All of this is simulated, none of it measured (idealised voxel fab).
A process module follows: voxel trench capacitor.
In the cross-section labelled cut, the width is 225 nm and each square cell is 5 nm.
When this document writes out a cross-section, it uses a grid of square cells and lists it as bands, beginning at the top and moving down, with a band standing for one or more rows of cells. Band: top and bottom heights (nm) first, top before bottom; then materials from left to right, widths in nm. "throughout" marks a sole material filling the band edge to edge. "air" denotes empty space. A quick word on heights: they are counted from 0, and under that level the wafer as it came to us is one material throughout. The lowest band is different from the rest in having no bottom; it simply continues downward, written as in "top 0, no bottom". Top row gets the first number, bottom row gets the second, and each row in between changes by the same step: that is how a band width like "30..40" works. No cell of the cross-section changed in a step that is given as "nothing altered". Voids not open to the top, 8 cells minimum: see "Closed empty spaces". Written width x height at distance; distance is from the left edge; nm. Note: text after step settings on the step line = simulator remark on that step. If you see "overlay nm" on a step's line and that step has a mask, it's telling you how far right of where it was planned the mask ended up; a negative number means it went left instead.
## Steps in the process plan
| 1 | RECEIVE with material Si |
| 2 | CONFORMAL_DEP with material SiN, thk nm 5 |
| 3 | MASKED_ETCH with tone open, mask id TRENCH, width nm 25, pitch nm 50, etch materials SiN, depth nm 5, overlay nm 0 |
| 4 | MASKED_ETCH with tone open, mask id TRENCH, width nm 25, pitch nm 50, etch materials Si, depth nm 40, overlay nm 0 |
| 5 | CONFORMAL_DEP with material HfO2, thk nm 5 |
| 6 | CONFORMAL_DEP with material TiN, thk nm 5 |
| 7 | FILL_DEP with material W, thk nm 5 |
| 8 | CMP with height nm 5 |
## The cross-section here shows the wafer as received, i.e. in its state after step 1
top 0, no bottom = Si throughout
Closed empty spaces: none
## Cross-sectional result after module completion. Note: starting condition and plan are unchanged from above; one processing mistake was made
top 5, bottom 0 = SiN: 30; TiN: 5; W: 5; TiN: 5; SiN: 35; TiN: 5; W: 5; TiN: 5; SiN: 35; TiN: 5; W: 5; TiN: 5; SiN: 35; TiN: 5; W: 5; TiN: 5; SiN: 30
top 0, bottom -30 = Si: 25; SiN: 5; TiN: 5; W: 5; TiN: 5; SiN: 5; Si: 25; SiN: 5; TiN: 5; W: 5; TiN: 5; SiN: 5; Si: 25; SiN: 5; TiN: 5; W: 5; TiN: 5; SiN: 5; Si: 25; SiN: 5; TiN: 5; W: 5; TiN: 5; SiN: 5; Si: 25
top -30, bottom -35 = Si: 25; SiN: 5; TiN: 15; SiN: 5; Si: 25; SiN: 5; TiN: 15; SiN: 5; Si: 25; SiN: 5; TiN: 15; SiN: 5; Si: 25; SiN: 5; TiN: 15; SiN: 5; Si: 25
top -35, bottom -40 = Si: 25; SiN: 25; Si: 25; SiN: 25; Si: 25; SiN: 25; Si: 25; SiN: 25; Si: 25
top -40, no bottom = Si throughout
Closed empty spaces: none
In executing the process, a mistake was made relative to the plan: step 5 deviated from plan and actually ran as CONFORMAL_DEP with material SiN, thk nm 5
